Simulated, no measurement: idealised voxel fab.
Title: Process Module voxel local oxidation
Square cell edge 5 nm, section width 270 nm, ID cut.
A cross-section is written here as square cells arranged in a grid, and it is given in bands from the top down, each band taking up one or more rows of cells.
Within each band entry, the heights of the top and of the bottom of the band appear first, in that order and in nm; the materials of the band then follow from left to right, each with its corresponding width in nm. The designation "all across" on a single material indicates that it fills the band from edge to edge; the designation "empty" indicates empty space.
Ref level 0: as-received wafer is one material below here. Bottom band extends down with no lower bound ("0 nm and below").
The notation "30..40" denotes a width that varies across the rows of cells in the band, beginning at the first number in the top row, finishing at the second number in the bottom row, and changing by an identical amount from each row to the next.
What does "nothing was modified" mean for a step? It means no cell of the cross-section changed in that step.
What "Sealed-off cavities" gives you is every empty space of 8 cells or more that is cut off from the top. Each appears as width x height at distance, with the distance taken from the left edge and width, height and distance all in nm.
Post-settings text on a step line: simulator's own remark regarding the step.
The setting "overlay nm" may be written on the line of a step. When the step uses a mask, the value reports how far to the right of the planned place the mask lay, and a negative value reports that it lay to the left.

The process steps that were planned are listed below
1: RECEIVE with material Si
2: OXIDIZE with depth nm 5
3: CONFORMAL_DEP with material SiN, thk nm 10
4: DIRECTIONAL_DEP with material aC, thk nm 15
5: PATTERN with tone cover, mask id ACTIVE, material resist, width nm 120, thk nm 30, overlay nm 0
6: DIRECTIONAL_ETCH with etch materials aC, depth nm 15
7: STRIP with etch materials resist
8: DIRECTIONAL_ETCH with etch materials SiN, depth nm 10
9: STRIP with etch materials aC
10: SELECTIVE_ETCH with etch materials SiO2, depth nm 5
11: OXIDIZE with depth nm 10
12: STRIP with etch materials SiN

The first of the two wafers, which ran as planned

Cross-section of the wafer upon arrival, representing the state reached after step 1
	0 nm and below = Si all across
	Sealed-off cavities: none

Cross-section through the wafer, step 2 finished
	0 nm to -5 nm = SiO2 all across
	below -5: unchanged

Cross-section through the wafer, step 3 finished
	10 nm to 0 nm = SiN all across
	below 0: unchanged

Cross-section through the wafer, step 4 finished
	25 nm to 10 nm = aC all across
	below 10: unchanged

Cross-section through the wafer, step 5 finished
	55 nm to 25 nm = empty (75) / resist (120) / empty (75)
	below 25: unchanged

Cross-section through the wafer, step 6 finished
	40 nm to 25 nm = empty (75) / resist (120) / empty (75)
	25 nm to 10 nm = empty (75) / aC (120) / empty (75)
	below 10: unchanged

Cross-section through the wafer, step 7 finished
	25 nm to 10 nm = empty (75) / aC (120) / empty (75)
	below 10: unchanged

Cross-section through the wafer, step 8 finished
	25 nm to 10 nm = empty (75) / aC (120) / empty (75)
	10 nm to 0 nm = empty (75) / SiN (120) / empty (75)
	below 0: unchanged

Cross-section through the wafer, step 9 finished
	10 nm to 0 nm = empty (75) / SiN (120) / empty (75)
	below 0: unchanged

Cross-section through the wafer, step 10 finished
	10 nm to 0 nm = empty (75) / SiN (120) / empty (75)
	0 nm to -5 nm = empty (80) / SiO2 (110) / empty (80)
	below -5: unchanged

Cross-section through the wafer, step 11 finished
	10 nm to 0 nm = empty (75) / SiN (120) / empty (75)
	0 nm to -5 nm = empty (80) / SiO2 (110) / empty (80)
	-5 nm to -15 nm = SiO2 (90) / Si (90) / SiO2 (90)
	below -15: unchanged

Cross-section through the wafer, step 12 finished
	0 nm to -5 nm = empty (80) / SiO2 (110) / empty (80)
	below -5: unchanged

Okay, second wafer. Nothing different at the start, nothing different in the plan, just one mistake somewhere in the running. As far as step 7, counting that step, it's the first wafer all over again

Here is the second wafer in cross-section at the point where step 8 of the plan should have been done
	25 nm to 10 nm = empty (75) / aC (120) / empty (75)
	10 nm to 0 nm = empty (75) / SiN (120) / empty (75)
	below 0: unchanged

Here is the second wafer in cross-section at the point where step 9 of the plan should have been done
	10 nm to 0 nm = empty (75) / SiN (120) / empty (75)
	below 0: unchanged

Here is the second wafer in cross-section at the point where step 10 of the plan should have been done
	10 nm to 0 nm = empty (75) / SiN (120) / empty (75)
	0 nm to -5 nm = empty (80) / SiO2 (110) / empty (80)
	below -5: unchanged

Here is the second wafer in cross-section at the point where step 11 of the plan should have been done
	10 nm to 0 nm = empty (75) / SiN (120) / empty (75)
	0 nm to -5 nm = empty (80) / SiO2 (110) / empty (80)
	-5 nm to -15 nm = SiO2 (90) / Si (90) / SiO2 (90)
	below -15: unchanged

Here is the second wafer in cross-section at the point where step 12 of the plan should have been done
	0 nm to -5 nm = empty (80) / SiO2 (110) / empty (80)
	below -5: unchanged
In executing the process, a mistake was made relative to the plan: step 8 of the plan saw execution twice
Upon completion, the cross-sectional profiles of the two wafers are identical; consequently, the error exerts no influence on the quantities computed by this model.
